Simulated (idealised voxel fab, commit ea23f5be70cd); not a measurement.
Module name: voxel self aligned vias (process module)
The width of the displayed cross-section, cut, is 280 nm; its cells are square, with a size of 5 nm.
For the purposes of this document, a cross-section shall be understood as a grid of square cells, specified as bands listed in top-to-bottom order, each band consisting of one or more rows of cells. Look at the band entry: it leads with the top's height and the bottom's height in nm. Then it lists the materials left to right, with a width in nm for each. The word "all across" on a single material says that material fills the band edge to edge. The word "air" is empty space. Heights from 0 (as-received wafer is one material below). Bottom band endless downward, as "top 0, no bottom". Think of "30->40" as a width that walks from the first number to the second as you go down the band, top row to bottom row, taking equal-sized steps from row to row. "left unchanged" for a step: no cell of the cross-section changed in that step. The label "Enclosed internal cavities" introduces a list of the empty spaces, 8 cells or larger, that have no open way up to the top; each entry in it reads width x height at distance, where the distance is taken from the left edge and all three are stated in nm. What comes after the settings on a step's line is commentary from the simulator itself on that step. Regarding "overlay nm": on a step with a mask, it is the distance the mask lay to the right of its planned place; a negative value places it to the left.
Below is the list of planned process steps
1) RECEIVE: material Si
2) CONFORMAL_DEP: material SiO2, thk nm 15
3) CONFORMAL_DEP: material SiCN, thk nm 5
4) DIRECTIONAL_DEP: material lowk, thk nm 30
5) MASKED_ETCH: tone open, mask id LINES, width nm 25, pitch nm 65, etch materials lowk, depth nm 30, overlay nm 0
6) CONFORMAL_DEP: material TiN, thk nm 5
7) FILL_DEP: material Ru, thk nm 5
8) CMP: height nm 50
9) SELECTIVE_ETCH: etch materials W Ru TiN, depth nm 10
10) FILL_DEP: material SiN, thk nm 5
11) CMP: height nm 50
12) DIRECTIONAL_DEP: material lowk, thk nm 20
13) PATTERN: tone open, mask id VIAS, material resist, width nm 45, pitch nm 130, thk nm 15, overlay nm 0
14) DIRECTIONAL_ETCH: etch materials lowk, depth nm 20
15) DIRECTIONAL_ETCH: etch materials SiN, depth nm 10
16) STRIP: etch materials resist
17) CONFORMAL_DEP: material TiN, thk nm 5
18) FILL_DEP: material Ru, thk nm 5
19) CMP: height nm 70
20) CONFORMAL_DEP: material SiN, thk nm 5
The first of the two wafers, which ran as planned
Delivered wafer in cross-section: state after step 1
* top 0, no bottom: Si all across
* Enclosed internal cavities: none
Take a look at the wafer's cross-section after step 2
* top 15, bottom 0: SiO2 all across
* Under the height 0 nothing was changed.
Take a look at the wafer's cross-section after step 3
* top 20, bottom 15: SiCN all across
* Under the height 15 nothing was changed.
Take a look at the wafer's cross-section after step 4
* top 50, bottom 20: lowk all across
* Under the height 20 nothing was changed.
Take a look at the wafer's cross-section after step 5
* top 50, bottom 20: 60 nm lowk, 25 nm air, 40 nm lowk, 25 nm air, 40 nm lowk, 25 nm air, 65 nm lowk
* Under the height 20 nothing was changed.
Take a look at the wafer's cross-section after step 6
* top 55, bottom 50: 65 nm TiN, 15 nm air, 50 nm TiN, 15 nm air, 50 nm TiN, 15 nm air, 70 nm TiN
* top 50, bottom 25: 60 nm lowk, 5 nm TiN, 15 nm air, 5 nm TiN, 40 nm lowk, 5 nm TiN, 15 nm air, 5 nm TiN, 40 nm lowk, 5 nm TiN, 15 nm air, 5 nm TiN, 65 nm lowk
* top 25, bottom 20: 60 nm lowk, 25 nm TiN, 40 nm lowk, 25 nm TiN, 40 nm lowk, 25 nm TiN, 65 nm lowk
* Under the height 20 nothing was changed.
Take a look at the wafer's cross-section after step 7
* top 60, bottom 55: Ru all across
* top 55, bottom 50: 65 nm TiN, 15 nm Ru, 50 nm TiN, 15 nm Ru, 50 nm TiN, 15 nm Ru, 70 nm TiN
* top 50, bottom 25: 60 nm lowk, 5 nm TiN, 15 nm Ru, 5 nm TiN, 40 nm lowk, 5 nm TiN, 15 nm Ru, 5 nm TiN, 40 nm lowk, 5 nm TiN, 15 nm Ru, 5 nm TiN, 65 nm lowk
* Under the height 25 nothing was changed.
Take a look at the wafer's cross-section after step 8
* top 50, bottom 25: 60 nm lowk, 5 nm TiN, 15 nm Ru, 5 nm TiN, 40 nm lowk, 5 nm TiN, 15 nm Ru, 5 nm TiN, 40 nm lowk, 5 nm TiN, 15 nm Ru, 5 nm TiN, 65 nm lowk
* Under the height 25 nothing was changed.
Take a look at the wafer's cross-section after step 9
* top 50, bottom 40: 60 nm lowk, 25 nm air, 40 nm lowk, 25 nm air, 40 nm lowk, 25 nm air, 65 nm lowk
* Under the height 40 nothing was changed.
Take a look at the wafer's cross-section after step 10
* top 55, bottom 50: SiN all across
* top 50, bottom 40: 60 nm lowk, 25 nm SiN, 40 nm lowk, 25 nm SiN, 40 nm lowk, 25 nm SiN, 65 nm lowk
* Under the height 40 nothing was changed.
Take a look at the wafer's cross-section after step 11
* top 50, bottom 40: 60 nm lowk, 25 nm SiN, 40 nm lowk, 25 nm SiN, 40 nm lowk, 25 nm SiN, 65 nm lowk
* Under the height 40 nothing was changed.
Take a look at the wafer's cross-section after step 12
* top 70, bottom 50: lowk all across
* Under the height 50 nothing was changed.
Take a look at the wafer's cross-section after step 13
* top 85, bottom 70: 50 nm resist, 45 nm air, 85 nm resist, 45 nm air, 55 nm resist
* Under the height 70 nothing was changed.
Take a look at the wafer's cross-section after step 14
* top 85, bottom 70: 50 nm resist, 45 nm air, 85 nm resist, 45 nm air, 55 nm resist
* top 70, bottom 50: 50 nm lowk, 45 nm air, 85 nm lowk, 45 nm air, 55 nm lowk
* Under the height 50 nothing was changed.
Take a look at the wafer's cross-section after step 15
* top 85, bottom 70: 50 nm resist, 45 nm air, 85 nm resist, 45 nm air, 55 nm resist
* top 70, bottom 50: 50 nm lowk, 45 nm air, 85 nm lowk, 45 nm air, 55 nm lowk
* top 50, bottom 40: 60 nm lowk, 25 nm air, 40 nm lowk, 25 nm SiN, 40 nm lowk, 25 nm air, 65 nm lowk
* Under the height 40 nothing was changed.
Take a look at the wafer's cross-section after step 16
* top 70, bottom 50: 50 nm lowk, 45 nm air, 85 nm lowk, 45 nm air, 55 nm lowk
* Under the height 50 nothing was changed.
Take a look at the wafer's cross-section after step 17
* top 75, bottom 70: 55 nm TiN, 35 nm air, 95 nm TiN, 35 nm air, 60 nm TiN
* top 70, bottom 55: 50 nm lowk, 5 nm TiN, 35 nm air, 5 nm TiN, 85 nm lowk, 5 nm TiN, 35 nm air, 5 nm TiN, 55 nm lowk
* top 55, bottom 50: 50 nm lowk, 15 nm TiN, 15 nm air, 15 nm TiN, 85 nm lowk, 15 nm TiN, 15 nm air, 15 nm TiN, 55 nm lowk
* top 50, bottom 45: 60 nm lowk, 5 nm TiN, 15 nm air, 5 nm TiN, 40 nm lowk, 25 nm SiN, 40 nm lowk, 5 nm TiN, 15 nm air, 5 nm TiN, 65 nm lowk
* top 45, bottom 40: 60 nm lowk, 25 nm TiN, 40 nm lowk, 25 nm SiN, 40 nm lowk, 25 nm TiN, 65 nm lowk
* Under the height 40 nothing was changed.
Take a look at the wafer's cross-section after step 18
* top 80, bottom 75: Ru all across
* top 75, bottom 70: 55 nm TiN, 35 nm Ru, 95 nm TiN, 35 nm Ru, 60 nm TiN
* top 70, bottom 55: 50 nm lowk, 5 nm TiN, 35 nm Ru, 5 nm TiN, 85 nm lowk, 5 nm TiN, 35 nm Ru, 5 nm TiN, 55 nm lowk
* top 55, bottom 50: 50 nm lowk, 15 nm TiN, 15 nm Ru, 15 nm TiN, 85 nm lowk, 15 nm TiN, 15 nm Ru, 15 nm TiN, 55 nm lowk
* top 50, bottom 45: 60 nm lowk, 5 nm TiN, 15 nm Ru, 5 nm TiN, 40 nm lowk, 25 nm SiN, 40 nm lowk, 5 nm TiN, 15 nm Ru, 5 nm TiN, 65 nm lowk
* Under the height 45 nothing was changed.
Take a look at the wafer's cross-section after step 19
* top 70, bottom 55: 50 nm lowk, 5 nm TiN, 35 nm Ru, 5 nm TiN, 85 nm lowk, 5 nm TiN, 35 nm Ru, 5 nm TiN, 55 nm lowk
* Under the height 55 nothing was changed.
Take a look at the wafer's cross-section after step 20
* top 75, bottom 70: SiN all across
* Under the height 70 nothing was changed.
Wafer two of the pair: same origin, same plan, one error during the run; identical to wafer one up to and including step 11
What the second wafer looks like in cross-section when step 12 should have wrapped up
* top 70, bottom 50: TiN all across
* Under the height 50 nothing was changed.
What the second wafer looks like in cross-section when step 13 should have wrapped up
* top 85, bottom 70: 50 nm resist, 45 nm air, 85 nm resist, 45 nm air, 55 nm resist
* Under the height 70 nothing was changed.
What the second wafer looks like in cross-section when step 14 should have wrapped up: left unchanged
What the second wafer looks like in cross-section when step 15 should have wrapped up: left unchanged
What the second wafer looks like in cross-section when step 16 should have wrapped up
* top 70, bottom 50: TiN all across
* Under the height 50 nothing was changed.
What the second wafer looks like in cross-section when step 17 should have wrapped up
* top 75, bottom 50: TiN all across
* Under the height 50 nothing was changed.
What the second wafer looks like in cross-section when step 18 should have wrapped up
* top 80, bottom 75: Ru all across
* Under the height 75 nothing was changed.
What the second wafer looks like in cross-section when step 19 should have wrapped up
* top 70, bottom 50: TiN all across
* Under the height 50 nothing was changed.
What the second wafer looks like in cross-section when step 20 should have wrapped up
* top 75, bottom 70: SiN all across
* Under the height 70 nothing was changed.
Here's what went sideways: note that step 12 departed from the planned setting and was carried out as DIRECTIONAL_DEP: material TiN, thk nm 20
Final cells, second wafer relative to first, materials higher or lower: Ru: 54 fewer; SiN: 20 more; TiN: 186 more; lowk: 152 fewer
